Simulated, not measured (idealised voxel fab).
A process module follows: voxel self aligned vias.
This is section cut - it's 295 nm across, gridded in 5 nm square cells.
A cross-section in this document is a grid of square cells, and it is written down as bands, the top band listed before the ones below it; a band is made up of one or more rows of cells.
It is stipulated that each band's entry specify, in nanometres, the height of the top of the band and then that of its bottom, followed by the materials of the band in left-to-right sequence, each together with its width in nanometres. A single material marked by the word "throughout" is understood to fill the band from edge to edge; the word "air" is understood to denote empty space.
Heights are measured from 0, the level below which the as-received wafer is all one material; the lowest band has no bottom and continues downward, written as in "from 0 down".
Read "30->40" as a graded width: first number on top, second number at the bottom, same change between each pair of neighbouring rows.
"no alteration" for a step: no cell of the cross-section changed in that step.
Reported under the label "Encapsulated voids" are the empty spaces having no open way to the top and comprising 8 cells or more; the notation for each is width x height at distance, in which the distance is measured from the left edge and all three values are in nm.
Text after the settings on a step's line: the simulator's own remark on that step.
Each step line may optionally specify "overlay nm", which for a step with a mask gives the rightward distance between the mask's planned place and where it lay, a negative value indicating the leftward direction.
Structure of the following material. The material consists of pairs of cross-sections. Each pair comprises the cross-section before one process step and the cross-section after that step, the latter shown only down to the lowest band that changed. The step between the cross-sections is specified beneath each pair, including its settings. Pairs are not necessarily consecutive: they may derive from different runs of this module performed on the same starting wafer. Continuity with the pair above is to be assumed only where the entry headed "Pre-process state" of the pair in question states it.
**Pre-process state**
* from 80 to 65 | resist 90 | air 40 | resist 165
* from 65 to 45 | lowk 90 | air 40 | lowk 165
* from 45 to 35 | lowk 100 | SiN 20 | lowk 50 | SiN 20 | lowk 105
* from 35 to 20 | lowk 100 | TiN 5 | W 10 | TiN 5 | lowk 50 | TiN 5 | W 10 | TiN 5 | lowk 105
* from 20 to 15 | lowk 100 | TiN 20 | lowk 50 | TiN 20 | lowk 105
* from 15 to 10 | SiCN throughout
* from 10 to 0 | SiO2 throughout
* from 0 down | Si throughout
* Encapsulated voids: none
**after**
* from 80 to 65 | resist 90 | air 40 | resist 165
* from 65 to 45 | lowk 90 | air 40 | lowk 165
* from 45 to 35 | lowk 100 | air 20 | lowk 50 | SiN 20 | lowk 105
* All layers under 35 are left as they were.
* Encapsulated voids: none
Relating the two cross-sections above, the step in between is DIRECTIONAL_ETCH | etch materials SiN | depth nm 10
Pre-process state: just use the after drawing of the pair above as your starting point.
**after**
* from 65 to 45 | lowk 90 | air 40 | lowk 165
* All layers under 45 are left as they were.
* Encapsulated voids: none
Relating the two cross-sections above, the step in between is STRIP | etch materials resist
Pre-process state: just use the after drawing of the pair above as your starting point.
**after**
* from 70 to 65 | TiN 95 | air 30 | TiN 170
* from 65 to 50 | lowk 90 | TiN 5 | air 30 | TiN 5 | lowk 165
* from 50 to 45 | lowk 90 | TiN 15 | air 10 | TiN 15 | lowk 165
* from 45 to 40 | lowk 100 | TiN 5 | air 10 | TiN 5 | lowk 50 | SiN 20 | lowk 105
* from 40 to 35 | lowk 100 | TiN 20 | lowk 50 | SiN 20 | lowk 105
* All layers under 35 are left as they were.
* Encapsulated voids: none
Relating the two cross-sections above, the step in between is CONFORMAL_DEP | material TiN | thk nm 5
Pre-process state: just use the after drawing of the pair above as your starting point.
**after**
* from 75 to 70 | W throughout
* from 70 to 65 | TiN 95 | W 30 | TiN 170
* from 65 to 50 | lowk 90 | TiN 5 | W 30 | TiN 5 | lowk 165
* from 50 to 45 | lowk 90 | TiN 15 | W 10 | TiN 15 | lowk 165
* from 45 to 40 | lowk 100 | TiN 5 | W 10 | TiN 5 | lowk 50 | SiN 20 | lowk 105
* All layers under 40 are left as they were.
* Encapsulated voids: none
Relating the two cross-sections above, the step in between is FILL_DEP | material W | thk nm 5
Pre-process state: just use the after drawing of the pair above as your starting point.
**after**
* from 65 to 50 | lowk 90 | TiN 5 | W 30 | TiN 5 | lowk 165
* All layers under 50 are left as they were.
* Encapsulated voids: none
Relating the two cross-sections above, the step in between is CMP | height nm 65
Pre-process state: just use the after drawing of the pair above as your starting point.
**after**
* from 70 to 65 | SiCN throughout
* All layers under 65 are left as they were.
* Encapsulated voids: none
Relating the two cross-sections above, the step in between is CONFORMAL_DEP | material SiCN | thk nm 5
**Pre-process state**
* from 65 to 45 | lowk throughout
* from 45 to 35 | lowk 95 | SiN 30 | lowk 40 | SiN 30 | lowk 100
* from 35 to 20 | lowk 95 | TiN 5 | W 20 | TiN 5 | lowk 40 | TiN 5 | W 20 | TiN 5 | lowk 100
* from 20 to 15 | lowk 95 | TiN 30 | lowk 40 | TiN 30 | lowk 100
* from 15 to 10 | SiCN throughout
* from 10 to 0 | SiO2 throughout
* from 0 down | Si throughout
* Encapsulated voids: none
**after**
* from 80 to 65 | resist 80 | air 40 | resist 175
* All layers under 65 are left as they were.
* Encapsulated voids: none
Relating the two cross-sections above, the step in between is PATTERN | tone open | mask id VIAS | material resist | width nm 40 | thk nm 15 | overlay nm -10
Pre-process state: just use the after drawing of the pair above as your starting point.
**after**
* from 80 to 65 | resist 80 | air 40 | resist 175
* from 65 to 45 | lowk 80 | air 40 | lowk 175
* All layers under 45 are left as they were.
* Encapsulated voids: none
Relating the two cross-sections above, the step in between is DIRECTIONAL_ETCH | etch materials lowk | depth nm 20
Pre-process state: just use the after drawing of the pair above as your starting point.
**after**
* from 80 to 65 | resist 80 | air 40 | resist 175
* from 65 to 45 | lowk 80 | air 40 | lowk 175
* from 45 to 35 | lowk 95 | air 25 | SiN 5 | lowk 40 | SiN 30 | lowk 100
* All layers under 35 are left as they were.
* Encapsulated voids: none
Relating the two cross-sections above, the step in between is DIRECTIONAL_ETCH | etch materials SiN | depth nm 10
Pre-process state: just use the after drawing of the pair above as your starting point.
**after**
* from 65 to 45 | lowk 80 | air 40 | lowk 175
* All layers under 45 are left as they were.
* Encapsulated voids: none
Relating the two cross-sections above, the step in between is STRIP | etch materials resist
Pre-process state: just use the after drawing of the pair above as your starting point.
**after**
* from 70 to 65 | TiN 85 | air 30 | TiN 180
* from 65 to 50 | lowk 80 | TiN 5 | air 30 | TiN 5 | lowk 175
* from 50 to 45 | lowk 80 | TiN 20 | air 15 | TiN 5 | lowk 175
* from 45 to 40 | lowk 95 | TiN 5 | air 15 | TiN 5 | SiN 5 | lowk 40 | SiN 30 | lowk 100
* from 40 to 35 | lowk 95 | TiN 25 | SiN 5 | lowk 40 | SiN 30 | lowk 100
* All layers under 35 are left as they were.
* Encapsulated voids: none
Relating the two cross-sections above, the step in between is CONFORMAL_DEP | material TiN | thk nm 5
Pre-process state: just use the after drawing of the pair above as your starting point.
**after**
* from 75 to 70 | W throughout
* from 70 to 65 | TiN 85 | W 30 | TiN 180
* from 65 to 50 | lowk 80 | TiN 5 | W 30 | TiN 5 | lowk 175
* from 50 to 45 | lowk 80 | TiN 20 | W 15 | TiN 5 | lowk 175
* from 45 to 40 | lowk 95 | TiN 5 | W 15 | TiN 5 | SiN 5 | lowk 40 | SiN 30 | lowk 100
* All layers under 40 are left as they were.
* Encapsulated voids: none
Relating the two cross-sections above, the step in between is FILL_DEP | material W | thk nm 5
Pre-process state: just use the after drawing of the pair above as your starting point.
**after**
* from 65 to 50 | lowk 80 | TiN 5 | W 30 | TiN 5 | lowk 175
* All layers under 50 are left as they were.
* Encapsulated voids: none
Relating the two cross-sections above, the step in between is CMP | height nm 65
Pre-process state: just use the after drawing of the pair above as your starting point.
**after**
* from 70 to 65 | SiCN throughout
* All layers under 65 are left as they were.
* Encapsulated voids: none
Relating the two cross-sections above, the step in between is CONFORMAL_DEP | material SiCN | thk nm 5
**Pre-process state**
* from 45 to 35 | lowk 95 | air 30 | lowk 40 | air 30 | lowk 100
* from 35 to 20 | lowk 95 | TiN 5 | W 20 | TiN 5 | lowk 40 | TiN 5 | W 20 | TiN 5 | lowk 100
* from 20 to 15 | lowk 95 | TiN 30 | lowk 40 | TiN 30 | lowk 100
* from 15 to 10 | SiCN throughout
* from 10 to 0 | SiO2 throughout
* from 0 down | Si throughout
* Encapsulated voids: none
**after**
* from 55 to 45 | Ru throughout
* from 45 to 35 | lowk 95 | Ru 30 | lowk 40 | Ru 30 | lowk 100
* All layers under 35 are left as they were.
* Encapsulated voids: none
Relating the two cross-sections above, the step in between is FILL_DEP | material Ru | thk nm 10
Pre-process state: just use the after drawing of the pair above as your starting point.
**after**
* from 45 to 35 | lowk 95 | Ru 30 | lowk 40 | Ru 30 | lowk 100
* All layers under 35 are left as they were.
* Encapsulated voids: none
Relating the two cross-sections above, the step in between is CMP | height nm 45
Pre-process state: just use the after drawing of the pair above as your starting point.
**after**
* from 65 to 45 | lowk throughout
* All layers under 45 are left as they were.
* Encapsulated voids: none
Relating the two cross-sections above, the step in between is DIRECTIONAL_DEP | material lowk | thk nm 20
Pre-process state: just use the after drawing of the pair above as your starting point.
**after**
* from 80 to 65 | resist 90 | air 40 | resist 165
* All layers under 65 are left as they were.
* Encapsulated voids: none
Relating the two cross-sections above, the step in between is PATTERN | tone open | mask id VIAS | material resist | width nm 40 | thk nm 15 | overlay nm 0
Pre-process state: just use the after drawing of the pair above as your starting point.
**after**
* from 80 to 65 | resist 90 | air 40 | resist 165
* from 65 to 45 | lowk 90 | air 40 | lowk 165
* All layers under 45 are left as they were.
* Encapsulated voids: none
Relating the two cross-sections above, the step in between is DIRECTIONAL_ETCH | etch materials lowk | depth nm 20
Pre-process state: just use the after drawing of the pair above as your starting point.
**after**
* from 65 to 45 | lowk 90 | air 40 | lowk 165
* All layers under 45 are left as they were.
* Encapsulated voids: none
Relating the two cross-sections above, the step in between is STRIP | etch materials resist
Pre-process state: just use the after drawing of the pair above as your starting point.
**after**
* from 70 to 65 | TiN 95 | air 30 | TiN 170
* from 65 to 50 | lowk 90 | TiN 5 | air 30 | TiN 5 | lowk 165
* from 50 to 45 | lowk 90 | TiN 40 | lowk 165
* All layers under 45 are left as they were.
* Encapsulated voids: none
Relating the two cross-sections above, the step in between is CONFORMAL_DEP | material TiN | thk nm 5
Pre-process state: just use the after drawing of the pair above as your starting point.
**after**
* from 75 to 70 | W throughout
* from 70 to 65 | TiN 95 | W 30 | TiN 170
* from 65 to 50 | lowk 90 | TiN 5 | W 30 | TiN 5 | lowk 165
* All layers under 50 are left as they were.
* Encapsulated voids: none
Relating the two cross-sections above, the step in between is FILL_DEP | material W | thk nm 5
Pre-process state: just use the after drawing of the pair above as your starting point.
**after**
* from 65 to 50 | lowk 90 | TiN 5 | W 30 | TiN 5 | lowk 165
* All layers under 50 are left as they were.
* Encapsulated voids: none
Relating the two cross-sections above, the step in between is CMP | height nm 65
Pre-process state: just use the after drawing of the pair above as your starting point.
**after**
* from 70 to 65 | SiCN throughout
* All layers under 65 are left as they were.
* Encapsulated voids: none
Relating the two cross-sections above, the step in between is CONFORMAL_DEP | material SiCN | thk nm 5
**Pre-process state**
* from 60 to 45 | aC throughout
* from 45 to 15 | lowk throughout
* from 15 to 10 | SiCN throughout
* from 10 to 0 | SiO2 throughout
* from 0 down | Si throughout
* Encapsulated voids: none
**after**
* from 95 to 60 | air 95 | resist 30 | air 40 | resist 30 | air 100
* All layers under 60 are left as they were.
* Encapsulated voids: none
Relating the two cross-sections above, the step in between is PATTERN | tone cover | mask id LINES | material resist | width nm 30 | pitch nm 70 | thk nm 35 | overlay nm 0
Pre-process state: just use the after drawing of the pair above as your starting point.
**after**
* from 80 to 60 | air 95 | resist 30 | air 40 | resist 30 | air 100
* from 60 to 45 | air 95 | aC 30 | air 40 | aC 30 | air 100
* All layers under 45 are left as they were.
* Encapsulated voids: none
Relating the two cross-sections above, the step in between is DIRECTIONAL_ETCH | etch materials aC | depth nm 15
Pre-process state: just use the after drawing of the pair above as your starting point.
**after**
* from 60 to 45 | air 95 | aC 30 | air 40 | aC 30 | air 100
* All layers under 45 are left as they were.
* Encapsulated voids: none
Relating the two cross-sections above, the step in between is STRIP | etch materials resist
Pre-process state: just use the after drawing of the pair above as your starting point.
**after**
* from 60 to 45 | air 95 | aC 30 | air 40 | aC 30 | air 100
* from 45 to 15 | air 95 | lowk 30 | air 40 | lowk 30 | air 100
* All layers under 15 are left as they were.
* Encapsulated voids: none
Relating the two cross-sections above, the step in between is DIRECTIONAL_ETCH | etch materials lowk | depth nm 30
Pre-process state: just use the after drawing of the pair above as your starting point.
**after**
* from 45 to 15 | air 95 | lowk 30 | air 40 | lowk 30 | air 100
* All layers under 15 are left as they were.
* Encapsulated voids: none
Relating the two cross-sections above, the step in between is STRIP | etch materials aC
Pre-process state: just use the after drawing of the pair above as your starting point.
**after**
* from 50 to 45 | air 90 | TiN 40 | air 30 | TiN 40 | air 95
* from 45 to 20 | air 90 | TiN 5 | lowk 30 | TiN 5 | air 30 | TiN 5 | lowk 30 | TiN 5 | air 95
* from 20 to 15 | TiN 95 | lowk 30 | TiN 40 | lowk 30 | TiN 100
* All layers under 15 are left as they were.
* Encapsulated voids: none
Relating the two cross-sections above, the step in between is CONFORMAL_DEP | material TiN | thk nm 5
Pre-process state: just use the after drawing of the pair above as your starting point.
**after**
* from 60 to 50 | W throughout
* from 50 to 45 | W 90 | TiN 40 | W 30 | TiN 40 | W 95
* from 45 to 20 | W 90 | TiN 5 | lowk 30 | TiN 5 | W 30 | TiN 5 | lowk 30 | TiN 5 | W 95
* All layers under 20 are left as they were.
* Encapsulated voids: none
Relating the two cross-sections above, the step in between is FILL_DEP | material W | thk nm 10
Pre-process state: just use the after drawing of the pair above as your starting point.
**after**
* from 45 to 20 | W 90 | TiN 5 | lowk 30 | TiN 5 | W 30 | TiN 5 | lowk 30 | TiN 5 | W 95
* All layers under 20 are left as they were.
* Encapsulated voids: none
Relating the two cross-sections above, the step in between is CMP | height nm 45
Pre-process state: just use the after drawing of the pair above as your starting point.
**after**
* from 45 to 35 | air 95 | lowk 30 | air 40 | lowk 30 | air 100
* All layers under 35 are left as they were.
* Encapsulated voids: none
Relating the two cross-sections above, the step in between is SELECTIVE_ETCH | etch materials W Ru TiN | depth nm 10
Pre-process state: just use the after drawing of the pair above as your starting point.
**after**
* from 55 to 45 | SiN throughout
* from 45 to 35 | SiN 95 | lowk 30 | SiN 40 | lowk 30 | SiN 100
* All layers under 35 are left as they were.
* Encapsulated voids: none
Relating the two cross-sections above, the step in between is FILL_DEP | material SiN | thk nm 10
Pre-process state: just use the after drawing of the pair above as your starting point.
**after**
* from 45 to 35 | SiN 95 | lowk 30 | SiN 40 | lowk 30 | SiN 100
* All layers under 35 are left as they were.
* Encapsulated voids: none
Relating the two cross-sections above, the step in between is CMP | height nm 45
Pre-process state: just use the after drawing of the pair above as your starting point.
**after**
* from 65 to 45 | lowk throughout
* All layers under 45 are left as they were.
* Encapsulated voids: none
Relating the two cross-sections above, the step in between is DIRECTIONAL_DEP | material lowk | thk nm 20
Pre-process state: just use the after drawing of the pair above as your starting point.
**after**
* from 80 to 65 | resist 90 | air 40 | resist 165
* All layers under 65 are left as they were.
* Encapsulated voids: none
Relating the two cross-sections above, the step in between is PATTERN | tone open | mask id VIAS | material resist | width nm 40 | thk nm 15 | overlay nm 0
Pre-process state: just use the after drawing of the pair above as your starting point.
**after**
* from 80 to 65 | resist 90 | air 40 | resist 165
* from 65 to 45 | lowk 90 | air 40 | lowk 165
* All layers under 45 are left as they were.
* Encapsulated voids: none
Relating the two cross-sections above, the step in between is DIRECTIONAL_ETCH | etch materials lowk | depth nm 20
Pre-process state: just use the after drawing of the pair above as your starting point.
**after**
* from 80 to 65 | resist 90 | air 40 | resist 165
* from 65 to 45 | lowk 90 | air 40 | lowk 165
* from 45 to 35 | SiN 90 | air 5 | lowk 30 | air 5 | SiN 35 | lowk 30 | SiN 100
* All layers under 35 are left as they were.
* Encapsulated voids: none
Relating the two cross-sections above, the step in between is DIRECTIONAL_ETCH | etch materials SiN | depth nm 10
Pre-process state: just use the after drawing of the pair above as your starting point.
**after**
* from 65 to 45 | lowk 90 | air 40 | lowk 165
* All layers under 45 are left as they were.
* Encapsulated voids: none
Relating the two cross-sections above, the step in between is STRIP | etch materials resist
Pre-process state: just use the after drawing of the pair above as your starting point.
**after**
* from 70 to 65 | TiN 95 | air 30 | TiN 170
* from 65 to 50 | lowk 90 | TiN 5 | air 30 | TiN 5 | lowk 165
* from 50 to 45 | lowk 90 | TiN 40 | lowk 165
* from 45 to 35 | SiN 90 | TiN 5 | lowk 30 | TiN 5 | SiN 35 | lowk 30 | SiN 100
* All layers under 35 are left as they were.
* Encapsulated voids: none
Relating the two cross-sections above, the step in between is CONFORMAL_DEP | material TiN | thk nm 5
Pre-process state: just use the after drawing of the pair above as your starting point.
**after**
* from 75 to 70 | W throughout
* from 70 to 65 | TiN 95 | W 30 | TiN 170
* from 65 to 50 | lowk 90 | TiN 5 | W 30 | TiN 5 | lowk 165
* All layers under 50 are left as they were.
* Encapsulated voids: none
Relating the two cross-sections above, the step in between is FILL_DEP | material W | thk nm 5
Pre-process state: just use the after drawing of the pair above as your starting point.
**after**
* from 65 to 50 | lowk 90 | TiN 5 | W 30 | TiN 5 | lowk 165
* All layers under 50 are left as they were.
* Encapsulated voids: none
Relating the two cross-sections above, the step in between is CMP | height nm 65
Pre-process state: just use the after drawing of the pair above as your starting point.
**after**
* from 70 to 65 | SiCN throughout
* All layers under 65 are left as they were.
* Encapsulated voids: none
Relating the two cross-sections above, the step in between is CONFORMAL_DEP | material SiCN | thk nm 5
